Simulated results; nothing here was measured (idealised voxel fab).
This is a process module. Its name is voxel tone inversion.
The figure presents cross-section cut, which has a width of 210 nm and is divided into square cells with an edge length of 5 nm.
This document writes a cross-section as a grid whose cells are square, and gives it as bands, listed from the top down; one or more rows of cells form a band.
Band: top height; bottom height; in nm. Then, left to right: material with width in nm, for each material. "all across": a single material spanning edge to edge. "empty": empty space.
The level at which height equals 0 is the one under which the wafer, as it arrives, is entirely one material. No lower edge exists for the bottom band, which continues downward and is notated as in "0 -> down".
The expression "30 to 40" gives the width at the extremes of the band, the first number at its top row of cells and the second at its bottom row, with the width changing by equal amounts from each row to the next in between.
The designation "nothing altered", where it is given for a processing step, indicates that no cell of the cross-section was altered in the course of that step.
"Unvented internal voids" means: voids of 8 cells or more that are shut off from the top with no open way through. Written width x height at distance, distance from the left edge, in nm.
It should be noted that, on the line of a given step, the content following the step's settings is a remark produced by the simulator itself with respect to that step.
When a step includes a mask, the "overlay nm" setting on its line states how far to the right of its planned place that mask lay, and negative values state how far to the left.

The process steps that were planned are listed below
1) RECEIVE, material Si
2) CONFORMAL_DEP, material SiCN, thk nm 5
3) DIRECTIONAL_DEP, material aC, thk nm 25
4) PATTERN, tone cover, mask id POSTS, material resist, width nm 15, pitch nm 40, thk nm 30, overlay nm 0
5) DIRECTIONAL_ETCH, etch materials aC, depth nm 25
6) STRIP, etch materials resist
7) FILL_DEP, material lowk, thk nm 5
8) CMP, height nm 30
9) STRIP, etch materials aC
10) CONFORMAL_DEP, material TiN, thk nm 5
11) FILL_DEP, material Ru, thk nm 10
12) CMP, height nm 30
13) CONFORMAL_DEP, material SiCN, thk nm 5

Wafer cross-section on receipt, i.e. after step 1
0 -> down | Si all across
Unvented internal voids: none

This is how the wafer looks in cross-section once the module is done, given the starting state and plan above and one mistake in carrying the plan out
35 -> 30 | SiCN all across
30 -> 25 | lowk all across
25 -> 0 | lowk=75  aC=15  lowk=25  aC=15  lowk=80
0 -> down | Si all across
Unvented internal voids: none
The plan and the run diverged here: plan step 2 skipped
